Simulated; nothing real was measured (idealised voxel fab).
The name of this process module is voxel wiring stack.
Section shown: cut. Width: 190 nm. Cell size: 5 nm, square.
A cross-section is written here as square cells arranged in a grid, and it is given in bands from the top down, each band taking up one or more rows of cells. Quick guide to a band line: top height, bottom height (nm) up front; then every material left to right with its width in nm. Only one material and it's marked "throughout"? Then it fills the band edge to edge. And "air" just means empty space. Convention: height 0 is the level below which the wafer, as received, is all one material. The lowest band does not terminate at the bottom but continues downward, represented as "top 0, no bottom". Per-row width for "30 to 40": begins at first number (top row of band), ends at second number (bottom row), increment between rows held constant. Key: "no change" - step with no changed cell in the cross-section. Entry "Fully closed voids". Content: empty spaces with no open connection to the top, size 8 cells or greater. Each: width x height at distance. Distance: from left edge. Unit: nm. That trailing text on a step's line, after the settings, is the simulator's own remark on the step. Among the settings permitted on a step's line is "overlay nm"; applied to a step with a mask, it specifies the extent to which the mask lay to the right of its planned position, whereas a negative figure signifies a position to the left.

So here's the lineup of process steps we planned
- 1: RECEIVE: material Si
- 2: CONFORMAL_DEP: material SiO2, thk nm 10
- 3: CONFORMAL_DEP: material SiN, thk nm 5
- 4: DIRECTIONAL_DEP: material lowk, thk nm 15
- 5: DIRECTIONAL_DEP: material aC, thk nm 10
- 6: PATTERN: tone open, mask id METAL_1, material resist, width nm 30, pitch nm 60, thk nm 30, overlay nm 0
- 7: DIRECTIONAL_ETCH: etch materials aC, depth nm 10
- 8: STRIP: etch materials resist
- 9: DIRECTIONAL_ETCH: etch materials lowk, depth nm 15
- 10: DIRECTIONAL_ETCH: etch materials SiN, depth nm 5
- 11: STRIP: etch materials aC
- 12: CONFORMAL_DEP: material TiN, thk nm 5
- 13: FILL_DEP: material Cu, thk nm 10
- 14: CMP: height nm 30
- 15: EPI: material Ru, thk nm 5
- 16: FILL_DEP: material SiCN, thk nm 5
- 17: DIRECTIONAL_DEP: material SiO2, thk nm 15
- 18: PATTERN: tone open, mask id PLUG_1, material resist, width nm 15, pitch nm 60, thk nm 20, overlay nm 0
- 19: DIRECTIONAL_ETCH: etch materials SiO2, depth nm 15
- 20: DIRECTIONAL_ETCH: etch materials SiCN, depth nm 5
- 21: STRIP: etch materials resist
- 22: CONFORMAL_DEP: material TiN, thk nm 5
- 23: FILL_DEP: material Ru, thk nm 10
- 24: CMP: height nm 55
- 25: DIRECTIONAL_DEP: material TiN, thk nm 5
- 26: DIRECTIONAL_DEP: material W, thk nm 20
- 27: MASKED_ETCH: tone cover, mask id METAL_2, width nm 30, pitch nm 60, etch materials W, depth nm 20, overlay nm 0
- 28: MASKED_ETCH: tone cover, mask id METAL_2, width nm 30, pitch nm 60, etch materials TiN, depth nm 5, overlay nm 0
- 29: FILL_DEP: material SiO2, thk nm 5
- 30: CMP: height nm 80
- 31: CONFORMAL_DEP: material SiCN, thk nm 5

First of the two wafers, run per plan

Cross-sectional view of the wafer in its as-received condition, corresponding to the state after step 1
top 0, no bottom  Si throughout
Fully closed voids: none

After step 2: wafer cross-section
top 10, bottom 0  SiO2 throughout
At heights below 0, the structure remains unaltered.

After step 3: wafer cross-section
top 15, bottom 10  SiN throughout
At heights below 10, the structure remains unaltered.

After step 4: wafer cross-section
top 30, bottom 15  lowk throughout
At heights below 15, the structure remains unaltered.

After step 5: wafer cross-section
top 40, bottom 30  aC throughout
At heights below 30, the structure remains unaltered.

After step 6: wafer cross-section
top 70, bottom 40  20 nm resist; 30 nm air; 30 nm resist; 30 nm air; 30 nm resist; 30 nm air; 20 nm resist
At heights below 40, the structure remains unaltered.

After step 7: wafer cross-section
top 60, bottom 40  20 nm resist; 30 nm air; 30 nm resist; 30 nm air; 30 nm resist; 30 nm air; 20 nm resist
top 40, bottom 30  20 nm aC; 30 nm air; 30 nm aC; 30 nm air; 30 nm aC; 30 nm air; 20 nm aC
At heights below 30, the structure remains unaltered.

After step 8: wafer cross-section
top 40, bottom 30  20 nm aC; 30 nm air; 30 nm aC; 30 nm air; 30 nm aC; 30 nm air; 20 nm aC
At heights below 30, the structure remains unaltered.

After step 9: wafer cross-section
top 40, bottom 30  20 nm aC; 30 nm air; 30 nm aC; 30 nm air; 30 nm aC; 30 nm air; 20 nm aC
top 30, bottom 15  20 nm lowk; 30 nm air; 30 nm lowk; 30 nm air; 30 nm lowk; 30 nm air; 20 nm lowk
At heights below 15, the structure remains unaltered.

After step 10: wafer cross-section
top 40, bottom 30  20 nm aC; 30 nm air; 30 nm aC; 30 nm air; 30 nm aC; 30 nm air; 20 nm aC
top 30, bottom 15  20 nm lowk; 30 nm air; 30 nm lowk; 30 nm air; 30 nm lowk; 30 nm air; 20 nm lowk
top 15, bottom 10  20 nm SiN; 30 nm air; 30 nm SiN; 30 nm air; 30 nm SiN; 30 nm air; 20 nm SiN
At heights below 10, the structure remains unaltered.

After step 11: wafer cross-section
top 30, bottom 15  20 nm lowk; 30 nm air; 30 nm lowk; 30 nm air; 30 nm lowk; 30 nm air; 20 nm lowk
At heights below 15, the structure remains unaltered.

After step 12: wafer cross-section
top 35, bottom 30  25 nm TiN; 20 nm air; 40 nm TiN; 20 nm air; 40 nm TiN; 20 nm air; 25 nm TiN
top 30, bottom 15  20 nm lowk; 5 nm TiN; 20 nm air; 5 nm TiN; 30 nm lowk; 5 nm TiN; 20 nm air; 5 nm TiN; 30 nm lowk; 5 nm TiN; 20 nm air; 5 nm TiN; 20 nm lowk
top 15, bottom 10  20 nm SiN; 30 nm TiN; 30 nm SiN; 30 nm TiN; 30 nm SiN; 30 nm TiN; 20 nm SiN
At heights below 10, the structure remains unaltered.

After step 13: wafer cross-section
top 45, bottom 35  Cu throughout
top 35, bottom 30  25 nm TiN; 20 nm Cu; 40 nm TiN; 20 nm Cu; 40 nm TiN; 20 nm Cu; 25 nm TiN
top 30, bottom 15  20 nm lowk; 5 nm TiN; 20 nm Cu; 5 nm TiN; 30 nm lowk; 5 nm TiN; 20 nm Cu; 5 nm TiN; 30 nm lowk; 5 nm TiN; 20 nm Cu; 5 nm TiN; 20 nm lowk
At heights below 15, the structure remains unaltered.

After step 14: wafer cross-section
top 30, bottom 15  20 nm lowk; 5 nm TiN; 20 nm Cu; 5 nm TiN; 30 nm lowk; 5 nm TiN; 20 nm Cu; 5 nm TiN; 30 nm lowk; 5 nm TiN; 20 nm Cu; 5 nm TiN; 20 nm lowk
At heights below 15, the structure remains unaltered.

After step 15: wafer cross-section
top 35, bottom 30  15 nm air; 40 nm Ru; 20 nm air; 40 nm Ru; 20 nm air; 40 nm Ru; 15 nm air
At heights below 30, the structure remains unaltered.

After step 16: wafer cross-section
top 40, bottom 35  SiCN throughout
top 35, bottom 30  15 nm SiCN; 40 nm Ru; 20 nm SiCN; 40 nm Ru; 20 nm SiCN; 40 nm Ru; 15 nm SiCN
At heights below 30, the structure remains unaltered.

After step 17: wafer cross-section
top 55, bottom 40  SiO2 throughout
At heights below 40, the structure remains unaltered.

After step 18: wafer cross-section
top 75, bottom 55  20 nm resist; 15 nm air; 45 nm resist; 15 nm air; 45 nm resist; 15 nm air; 35 nm resist
At heights below 55, the structure remains unaltered.

After step 19: wafer cross-section
top 75, bottom 55  20 nm resist; 15 nm air; 45 nm resist; 15 nm air; 45 nm resist; 15 nm air; 35 nm resist
top 55, bottom 40  20 nm SiO2; 15 nm air; 45 nm SiO2; 15 nm air; 45 nm SiO2; 15 nm air; 35 nm SiO2
At heights below 40, the structure remains unaltered.

After step 20: wafer cross-section
top 75, bottom 55  20 nm resist; 15 nm air; 45 nm resist; 15 nm air; 45 nm resist; 15 nm air; 35 nm resist
top 55, bottom 40  20 nm SiO2; 15 nm air; 45 nm SiO2; 15 nm air; 45 nm SiO2; 15 nm air; 35 nm SiO2
top 40, bottom 35  20 nm SiCN; 15 nm air; 45 nm SiCN; 15 nm air; 45 nm SiCN; 15 nm air; 35 nm SiCN
At heights below 35, the structure remains unaltered.

After step 21: wafer cross-section
top 55, bottom 40  20 nm SiO2; 15 nm air; 45 nm SiO2; 15 nm air; 45 nm SiO2; 15 nm air; 35 nm SiO2
At heights below 40, the structure remains unaltered.

After step 22: wafer cross-section
top 60, bottom 55  25 nm TiN; 5 nm air; 55 nm TiN; 5 nm air; 55 nm TiN; 5 nm air; 40 nm TiN
top 55, bottom 40  20 nm SiO2; 5 nm TiN; 5 nm air; 5 nm TiN; 45 nm SiO2; 5 nm TiN; 5 nm air; 5 nm TiN; 45 nm SiO2; 5 nm TiN; 5 nm air; 5 nm TiN; 35 nm SiO2
top 40, bottom 35  20 nm SiCN; 15 nm TiN; 45 nm SiCN; 15 nm TiN; 45 nm SiCN; 15 nm TiN; 35 nm SiCN
At heights below 35, the structure remains unaltered.

After step 23: wafer cross-section
top 70, bottom 60  Ru throughout
top 60, bottom 55  25 nm TiN; 5 nm Ru; 55 nm TiN; 5 nm Ru; 55 nm TiN; 5 nm Ru; 40 nm TiN
top 55, bottom 40  20 nm SiO2; 5 nm TiN; 5 nm Ru; 5 nm TiN; 45 nm SiO2; 5 nm TiN; 5 nm Ru; 5 nm TiN; 45 nm SiO2; 5 nm TiN; 5 nm Ru; 5 nm TiN; 35 nm SiO2
At heights below 40, the structure remains unaltered.

After step 24: wafer cross-section
top 55, bottom 40  20 nm SiO2; 5 nm TiN; 5 nm Ru; 5 nm TiN; 45 nm SiO2; 5 nm TiN; 5 nm Ru; 5 nm TiN; 45 nm SiO2; 5 nm TiN; 5 nm Ru; 5 nm TiN; 35 nm SiO2
At heights below 40, the structure remains unaltered.

After step 25: wafer cross-section
top 60, bottom 55  TiN throughout
At heights below 55, the structure remains unaltered.

After step 26: wafer cross-section
top 80, bottom 60  W throughout
At heights below 60, the structure remains unaltered.

After step 27: wafer cross-section
top 80, bottom 60  20 nm air; 30 nm W; 30 nm air; 30 nm W; 30 nm air; 30 nm W; 20 nm air
At heights below 60, the structure remains unaltered.

After step 28: wafer cross-section
top 80, bottom 60  20 nm air; 30 nm W; 30 nm air; 30 nm W; 30 nm air; 30 nm W; 20 nm air
top 60, bottom 55  20 nm air; 30 nm TiN; 30 nm air; 30 nm TiN; 30 nm air; 30 nm TiN; 20 nm air
At heights below 55, the structure remains unaltered.

After step 29: wafer cross-section
top 85, bottom 80  SiO2 throughout
top 80, bottom 60  20 nm SiO2; 30 nm W; 30 nm SiO2; 30 nm W; 30 nm SiO2; 30 nm W; 20 nm SiO2
top 60, bottom 55  20 nm SiO2; 30 nm TiN; 30 nm SiO2; 30 nm TiN; 30 nm SiO2; 30 nm TiN; 20 nm SiO2
At heights below 55, the structure remains unaltered.

After step 30: wafer cross-section
top 80, bottom 60  20 nm SiO2; 30 nm W; 30 nm SiO2; 30 nm W; 30 nm SiO2; 30 nm W; 20 nm SiO2
At heights below 60, the structure remains unaltered.

After step 31: wafer cross-section
top 85, bottom 80  SiCN throughout
At heights below 80, the structure remains unaltered.

It is to be noted that the second wafer proceeded from the same initial state and according to the same plan as the first, although one mistake was committed in its execution; through step 2, inclusive, the two wafers share an identical history

The second wafer cut through, at the time step 3 was supposed to be finished
top 15, bottom 10  lowk throughout
At heights below 10, the structure remains unaltered.

The second wafer cut through, at the time step 4 was supposed to be finished
top 30, bottom 10  lowk throughout
At heights below 10, the structure remains unaltered.

The second wafer cut through, at the time step 5 was supposed to be finished
top 40, bottom 30  aC throughout
At heights below 30, the structure remains unaltered.

The second wafer cut through, at the time step 6 was supposed to be finished
top 70, bottom 40  20 nm resist; 30 nm air; 30 nm resist; 30 nm air; 30 nm resist; 30 nm air; 20 nm resist
At heights below 40, the structure remains unaltered.

The second wafer cut through, at the time step 7 was supposed to be finished
top 60, bottom 40  20 nm resist; 30 nm air; 30 nm resist; 30 nm air; 30 nm resist; 30 nm air; 20 nm resist
top 40, bottom 30  20 nm aC; 30 nm air; 30 nm aC; 30 nm air; 30 nm aC; 30 nm air; 20 nm aC
At heights below 30, the structure remains unaltered.

The second wafer cut through, at the time step 8 was supposed to be finished
top 40, bottom 30  20 nm aC; 30 nm air; 30 nm aC; 30 nm air; 30 nm aC; 30 nm air; 20 nm aC
At heights below 30, the structure remains unaltered.

The second wafer cut through, at the time step 9 was supposed to be finished
top 40, bottom 30  20 nm aC; 30 nm air; 30 nm aC; 30 nm air; 30 nm aC; 30 nm air; 20 nm aC
top 30, bottom 15  20 nm lowk; 30 nm air; 30 nm lowk; 30 nm air; 30 nm lowk; 30 nm air; 20 nm lowk
At heights below 15, the structure remains unaltered.

The second wafer cut through, at the time step 10 was supposed to be finished: no change

The second wafer cut through, at the time step 11 was supposed to be finished
top 30, bottom 15  20 nm lowk; 30 nm air; 30 nm lowk; 30 nm air; 30 nm lowk; 30 nm air; 20 nm lowk
At heights below 15, the structure remains unaltered.

The second wafer cut through, at the time step 12 was supposed to be finished
top 35, bottom 30  25 nm TiN; 20 nm air; 40 nm TiN; 20 nm air; 40 nm TiN; 20 nm air; 25 nm TiN
top 30, bottom 20  20 nm lowk; 5 nm TiN; 20 nm air; 5 nm TiN; 30 nm lowk; 5 nm TiN; 20 nm air; 5 nm TiN; 30 nm lowk; 5 nm TiN; 20 nm air; 5 nm TiN; 20 nm lowk
top 20, bottom 15  20 nm lowk; 30 nm TiN; 30 nm lowk; 30 nm TiN; 30 nm lowk; 30 nm TiN; 20 nm lowk
At heights below 15, the structure remains unaltered.

The second wafer cut through, at the time step 13 was supposed to be finished
top 45, bottom 35  Cu throughout
top 35, bottom 30  25 nm TiN; 20 nm Cu; 40 nm TiN; 20 nm Cu; 40 nm TiN; 20 nm Cu; 25 nm TiN
top 30, bottom 20  20 nm lowk; 5 nm TiN; 20 nm Cu; 5 nm TiN; 30 nm lowk; 5 nm TiN; 20 nm Cu; 5 nm TiN; 30 nm lowk; 5 nm TiN; 20 nm Cu; 5 nm TiN; 20 nm lowk
At heights below 20, the structure remains unaltered.

The second wafer cut through, at the time step 14 was supposed to be finished
top 30, bottom 20  20 nm lowk; 5 nm TiN; 20 nm Cu; 5 nm TiN; 30 nm lowk; 5 nm TiN; 20 nm Cu; 5 nm TiN; 30 nm lowk; 5 nm TiN; 20 nm Cu; 5 nm TiN; 20 nm lowk
At heights below 20, the structure remains unaltered.

The second wafer cut through, at the time step 15 was supposed to be finished
top 35, bottom 30  15 nm air; 40 nm Ru; 20 nm air; 40 nm Ru; 20 nm air; 40 nm Ru; 15 nm air
At heights below 30, the structure remains unaltered.

The second wafer cut through, at the time step 16 was supposed to be finished
top 40, bottom 35  SiCN throughout
top 35, bottom 30  15 nm SiCN; 40 nm Ru; 20 nm SiCN; 40 nm Ru; 20 nm SiCN; 40 nm Ru; 15 nm SiCN
At heights below 30, the structure remains unaltered.

The second wafer cut through, at the time step 17 was supposed to be finished
top 55, bottom 40  SiO2 throughout
At heights below 40, the structure remains unaltered.

The second wafer cut through, at the time step 18 was supposed to be finished
top 75, bottom 55  20 nm resist; 15 nm air; 45 nm resist; 15 nm air; 45 nm resist; 15 nm air; 35 nm resist
At heights below 55, the structure remains unaltered.

The second wafer cut through, at the time step 19 was supposed to be finished
top 75, bottom 55  20 nm resist; 15 nm air; 45 nm resist; 15 nm air; 45 nm resist; 15 nm air; 35 nm resist
top 55, bottom 40  20 nm SiO2; 15 nm air; 45 nm SiO2; 15 nm air; 45 nm SiO2; 15 nm air; 35 nm SiO2
At heights below 40, the structure remains unaltered.

The second wafer cut through, at the time step 20 was supposed to be finished
top 75, bottom 55  20 nm resist; 15 nm air; 45 nm resist; 15 nm air; 45 nm resist; 15 nm air; 35 nm resist
top 55, bottom 40  20 nm SiO2; 15 nm air; 45 nm SiO2; 15 nm air; 45 nm SiO2; 15 nm air; 35 nm SiO2
top 40, bottom 35  20 nm SiCN; 15 nm air; 45 nm SiCN; 15 nm air; 45 nm SiCN; 15 nm air; 35 nm SiCN
At heights below 35, the structure remains unaltered.

The second wafer cut through, at the time step 21 was supposed to be finished
top 55, bottom 40  20 nm SiO2; 15 nm air; 45 nm SiO2; 15 nm air; 45 nm SiO2; 15 nm air; 35 nm SiO2
At heights below 40, the structure remains unaltered.

The second wafer cut through, at the time step 22 was supposed to be finished
top 60, bottom 55  25 nm TiN; 5 nm air; 55 nm TiN; 5 nm air; 55 nm TiN; 5 nm air; 40 nm TiN
top 55, bottom 40  20 nm SiO2; 5 nm TiN; 5 nm air; 5 nm TiN; 45 nm SiO2; 5 nm TiN; 5 nm air; 5 nm TiN; 45 nm SiO2; 5 nm TiN; 5 nm air; 5 nm TiN; 35 nm SiO2
top 40, bottom 35  20 nm SiCN; 15 nm TiN; 45 nm SiCN; 15 nm TiN; 45 nm SiCN; 15 nm TiN; 35 nm SiCN
At heights below 35, the structure remains unaltered.

The second wafer cut through, at the time step 23 was supposed to be finished
top 70, bottom 60  Ru throughout
top 60, bottom 55  25 nm TiN; 5 nm Ru; 55 nm TiN; 5 nm Ru; 55 nm TiN; 5 nm Ru; 40 nm TiN
top 55, bottom 40  20 nm SiO2; 5 nm TiN; 5 nm Ru; 5 nm TiN; 45 nm SiO2; 5 nm TiN; 5 nm Ru; 5 nm TiN; 45 nm SiO2; 5 nm TiN; 5 nm Ru; 5 nm TiN; 35 nm SiO2
At heights below 40, the structure remains unaltered.

The second wafer cut through, at the time step 24 was supposed to be finished
top 55, bottom 40  20 nm SiO2; 5 nm TiN; 5 nm Ru; 5 nm TiN; 45 nm SiO2; 5 nm TiN; 5 nm Ru; 5 nm TiN; 45 nm SiO2; 5 nm TiN; 5 nm Ru; 5 nm TiN; 35 nm SiO2
At heights below 40, the structure remains unaltered.

The second wafer cut through, at the time step 25 was supposed to be finished
top 60, bottom 55  TiN throughout
At heights below 55, the structure remains unaltered.

The second wafer cut through, at the time step 26 was supposed to be finished
top 80, bottom 60  W throughout
At heights below 60, the structure remains unaltered.

The second wafer cut through, at the time step 27 was supposed to be finished
top 80, bottom 60  20 nm air; 30 nm W; 30 nm air; 30 nm W; 30 nm air; 30 nm W; 20 nm air
At heights below 60, the structure remains unaltered.

The second wafer cut through, at the time step 28 was supposed to be finished
top 80, bottom 60  20 nm air; 30 nm W; 30 nm air; 30 nm W; 30 nm air; 30 nm W; 20 nm air
top 60, bottom 55  20 nm air; 30 nm TiN; 30 nm air; 30 nm TiN; 30 nm air; 30 nm TiN; 20 nm air
At heights below 55, the structure remains unaltered.

The second wafer cut through, at the time step 29 was supposed to be finished
top 85, bottom 80  SiO2 throughout
top 80, bottom 60  20 nm SiO2; 30 nm W; 30 nm SiO2; 30 nm W; 30 nm SiO2; 30 nm W; 20 nm SiO2
top 60, bottom 55  20 nm SiO2; 30 nm TiN; 30 nm SiO2; 30 nm TiN; 30 nm SiO2; 30 nm TiN; 20 nm SiO2
At heights below 55, the structure remains unaltered.

The second wafer cut through, at the time step 30 was supposed to be finished
top 80, bottom 60  20 nm SiO2; 30 nm W; 30 nm SiO2; 30 nm W; 30 nm SiO2; 30 nm W; 20 nm SiO2
At heights below 60, the structure remains unaltered.

The second wafer cut through, at the time step 31 was supposed to be finished
top 85, bottom 80  SiCN throughout
At heights below 80, the structure remains unaltered.
What went wrong in running the wafer? step 3, actual vs plan mismatch, actual run CONFORMAL_DEP: material lowk, thk nm 5
End of process, cell counts, second wafer against first, materials with more or fewer: -12 Cu; -20 SiN; -6 TiN; +38 lowk
